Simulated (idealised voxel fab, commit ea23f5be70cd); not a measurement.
process module | voxel wiring stack
cross-section cut | 155 nm wide | cells 5 nm
A cross-section is a grid of square cells, given in bands from the top down. A band is one or more rows of cells.
Each band's line starts with the height of the band's top and of its bottom, in nm. Then come its materials from left to right, each with its width in nm. One material with "throughout" fills the band from edge to edge. "air" is empty space.
Height 0 is the level under which the wafer as received is all one material. The lowest band goes on downwards, as in "0 down".
A width such as "30 to 40" changes by the same amount from each row of cells to the next, from the band's top row to its bottom row.
"no change" after a step means that no cell of the cross-section changed.
closed voids: empty space of 8 cells or more with no open way to the top, each as width x height at its distance from the left edge, in nm
after a step's settings: what the simulator itself notes on the step
overlay nm, on a step with a mask: how far to the right of its planned place the mask lay; to the left if negative
plan
1 op RECEIVE | material Si
2 op CONFORMAL_DEP | material SiO2 | thk nm 10
3 op DIRECTIONAL_DEP | material TiN | thk nm 5
4 op DIRECTIONAL_DEP | material Ru | thk nm 15
5 op MASKED_ETCH | tone cover | mask id METAL_1 | width nm 25 | pitch nm 45 | etch materials Ru | depth nm 15 | overlay nm 0
6 op MASKED_ETCH | tone cover | mask id METAL_1 | width nm 25 | pitch nm 45 | etch materials TiN | depth nm 5 | overlay nm 0
7 op FILL_DEP | material lowk | thk nm 5
8 op CMP | height nm 30
9 op CONFORMAL_DEP | material SiCN | thk nm 5
10 op DIRECTIONAL_DEP | material lowk | thk nm 10
11 op MASKED_ETCH | tone open | mask id PLUG_1 | width nm 15 | pitch nm 45 | etch materials lowk | depth nm 10 | overlay nm 0
12 op MASKED_ETCH | tone open | mask id PLUG_1 | width nm 15 | pitch nm 45 | etch materials SiCN | depth nm 5 | overlay nm 0
13 op EPI | material Ru | thk nm 10
14 op EPI | material Ru | thk nm 5
15 op CONFORMAL_DEP | material SiCN | thk nm 5
16 op DIRECTIONAL_DEP | material SiO2 | thk nm 25
17 op PATTERN | tone open | mask id METAL_2 | material resist | width nm 25 | pitch nm 45 | thk nm 20 | overlay nm 0
18 op DIRECTIONAL_ETCH | etch materials SiO2 | depth nm 25
19 op DIRECTIONAL_ETCH | etch materials SiCN | depth nm 5
20 op STRIP | etch materials resist
21 op CONFORMAL_DEP | material TiN | thk nm 5
22 op FILL_DEP | material Ru | thk nm 10
23 op CMP | height nm 75
24 op CONFORMAL_DEP | material SiCN | thk nm 5
25 op DIRECTIONAL_DEP | material SiO2 | thk nm 35
26 op PATTERN | tone open | mask id METAL_3 | material resist | width nm 25 | pitch nm 45 | thk nm 20 | overlay nm 0
27 op DIRECTIONAL_ETCH | etch materials SiO2 | depth nm 20
28 op STRIP | etch materials resist
29 op MASKED_ETCH | tone open | mask id METAL_3_HOLES | width nm 15 | pitch nm 90 | etch materials SiO2 | depth nm 15 | overlay nm 0
30 op MASKED_ETCH | tone open | mask id METAL_3_HOLES | width nm 15 | pitch nm 90 | etch materials SiCN | depth nm 5 | overlay nm 0
31 op CONFORMAL_DEP | material TiN | thk nm 5
32 op FILL_DEP | material Cu | thk nm 5
33 op CMP | height nm 115
34 op CONFORMAL_DEP | material SiN | thk nm 5
as received, after step 1
  0 down: Si throughout
  closed voids: none
a wafer at the end: this start, this plan, one mistake
  120 to 115: SiN throughout
  115 to 100: SiO2 20 | TiN 5 | Cu 15 | TiN 5 | SiO2 20 | TiN 5 | Cu 15 | TiN 5 | SiO2 20 | TiN 5 | Cu 15 | TiN 5 | SiO2 20
  100 to 95: SiO2 20 | TiN 5 | Cu 5 | TiN 15 | SiO2 20 | TiN 25 | SiO2 20 | TiN 5 | Cu 5 | TiN 15 | SiO2 20
  95 to 80: SiO2 20 | TiN 5 | Cu 5 | TiN 5 | SiO2 75 | TiN 5 | Cu 5 | TiN 5 | SiO2 30
  80 to 75: SiCN 20 | TiN 15 | SiCN 75 | TiN 15 | SiCN 30
  75 to 50: SiO2 20 | TiN 5 | Ru 15 | TiN 5 | SiO2 20 | TiN 5 | Ru 15 | TiN 5 | SiO2 20 | TiN 5 | Ru 15 | TiN 5 | SiO2 20
  50 to 45: SiCN 20 | TiN 25 | SiCN 20 | TiN 25 | SiCN 20 | TiN 25 | SiCN 20
  45 to 35: lowk 20 | Ru 15 | lowk 30 | Ru 15 | lowk 30 | Ru 15 | lowk 30
  35 to 30: SiCN 20 | Ru 15 | SiCN 30 | Ru 15 | SiCN 30 | Ru 15 | SiCN 30
  30 to 25: lowk 20 | Ru 25 | lowk 20 | Ru 25 | lowk 20 | Ru 25 | lowk 20
  25 to 20: lowk 20 | TiN 25 | lowk 20 | TiN 25 | lowk 20 | TiN 25 | lowk 20
  20 to 10: TiN throughout
  10 to 0: SiO2 throughout
  0 down: Si throughout
  closed voids: none
what went wrong: step 3 ran as: op DIRECTIONAL_DEP | material TiN | thk nm 15
